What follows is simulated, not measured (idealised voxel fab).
process module | voxel spacer lines
cross-section cut | 170 nm wide | cells 5 nm
A cross-section is a grid of square cells, given in bands from the top down. A band is one or more rows of cells.
Each band's line starts with the height of the band's top and of its bottom, in nm. Then come its materials from left to right, each with its width in nm. One material with "throughout" fills the band from edge to edge. "air" is empty space.
Height 0 is the level under which the wafer as received is all one material. The lowest band goes on downwards, as in "0 down".
A width such as "30 to 40" changes by the same amount from each row of cells to the next, from the band's top row to its bottom row.
"no change" after a step means that no cell of the cross-section changed.
closed voids: empty space of 8 cells or more with no open way to the top, each as width x height at its distance from the left edge, in nm
after a step's settings: what the simulator itself notes on the step
overlay nm, on a step with a mask: how far to the right of its planned place the mask lay; to the left if negative
plan
1 op RECEIVE | material Si
2 op CONFORMAL_DEP | material Al2O3 | thk nm 10
3 op DIRECTIONAL_DEP | material TiN | thk nm 10
4 op DIRECTIONAL_DEP | material polySi | thk nm 25
5 op PATTERN | tone cover | mask id MANDREL | material resist | width nm 15 | pitch nm 60 | thk nm 35 | overlay nm 0
6 op DIRECTIONAL_ETCH | etch materials polySi | depth nm 25
7 op STRIP | etch materials resist
8 op CONFORMAL_DEP | material SiO2 | thk nm 15
9 op DIRECTIONAL_ETCH | etch materials SiO2 | depth nm 15
10 op STRIP | etch materials polySi
11 op DIRECTIONAL_ETCH | etch materials TiN | depth nm 10
12 op STRIP | etch materials SiO2
13 op FILL_DEP | material lowk | thk nm 5
14 op CMP | height nm 20
as received, after step 1
  0 down: Si throughout
  closed voids: none
a wafer at the end: this start, this plan, one mistake
  20 to 10: Al2O3 throughout
  10 to 0: TiN throughout
  0 down: Si throughout
  closed voids: none
what went wrong: steps 2 and 3 were swapped
